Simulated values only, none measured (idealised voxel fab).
Name of the process module below: voxel gate over fins
The cross-section shown here is cut; it is 220 nm wide and divided into square cells measuring 5 nm on a side.
How to read a cross-section here: the picture is a grid of square cells, written as bands going from the top down, and any band can span one or more rows of cells. The entry gives the band's vertical extent as a top height and a bottom height in nm, then its horizontal make-up as materials from left to right, each with a width in nm. "blank" stands for empty space; a single material marked "everywhere" fills the band edge to edge. Heights from 0 (as-received wafer is one material below). Bottom band endless downward, as "0 -> down". Per-row width for "30->40": begins at first number (top row of band), ends at second number (bottom row), increment between rows held constant. "nothing got changed" for a step: no cell of the cross-section changed in that step. "Closed void entries" specifies each empty space that is not open to the top and that occupies no fewer than 8 cells, using the form width x height at distance, the distance measured from the left edge and all three quantities in nm. Post-settings text on a step line: simulator's own remark regarding the step. The setting "overlay nm" may be written on the line of a step. When the step uses a mask, the value reports how far to the right of the planned place the mask lay, and a negative value reports that it lay to the left.
-- Here's what the planned process steps look like
1: RECEIVE,material Si
2: CONFORMAL_DEP,material SiN,thk nm 5
3: DIRECTIONAL_DEP,material aC,thk nm 10
4: PATTERN,tone cover,mask id FINS,material resist,width nm 15,pitch nm 40,thk nm 25,overlay nm 0
5: DIRECTIONAL_ETCH,etch materials aC,depth nm 10
6: STRIP,etch materials resist
7: DIRECTIONAL_ETCH,etch materials SiN,depth nm 5
8: DIRECTIONAL_ETCH,etch materials Si,depth nm 30
9: STRIP,etch materials aC
10: OXIDIZE,depth nm 5
11: FILL_DEP,material SiO2,thk nm 5
12: CMP,height nm 5
13: SELECTIVE_ETCH,etch materials SiO2,depth nm 15
14: STRIP,etch materials SiN
15: CONFORMAL_DEP,material HfO2,thk nm 5
16: CONFORMAL_DEP,material TiN,thk nm 5
17: CONFORMAL_DEP,material TiAl,thk nm 5
18: CONFORMAL_DEP,material TiN,thk nm 5
19: FILL_DEP,material W,thk nm 10
20: CMP,height nm 25
21: CONFORMAL_DEP,material SiCN,thk nm 10
Across this set of wafers, the varied parameter is the depth nm of step 8. Starting conditions are identical for every wafer, and the plan reports the value assigned to the first wafer.
-- First of several wafers, received after step 1, in cross-section
    0 -> down: Si everywhere
    Closed void entries: none
-- Quick key for the table: a row per wafer, taken at the end of the module. For each material it tells you how many cells the wafer gained (+) or lost (-) since it came in, and the closed voids come after
depth nm 30, +60 HfO2, -280 Si, +88 SiCN, +200 SiO2, +60 TiAl, +114 TiN, +66 W, Closed void entries: none
depth nm 35, +60 HfO2, -320 Si, +88 SiCN, +240 SiO2, +60 TiAl, +114 TiN, +66 W, Closed void entries: none
depth nm 40, +60 HfO2, -360 Si, +88 SiCN, +280 SiO2, +60 TiAl, +114 TiN, +66 W, Closed void entries: none
depth nm 45, +60 HfO2, -400 Si, +88 SiCN, +320 SiO2, +60 TiAl, +114 TiN, +66 W, Closed void entries: none
depth nm 50, +60 HfO2, -440 Si, +88 SiCN, +360 SiO2, +60 TiAl, +114 TiN, +66 W, Closed void entries: none
depth nm 55, +60 HfO2, -480 Si, +88 SiCN, +400 SiO2, +60 TiAl, +114 TiN, +66 W, Closed void entries: none
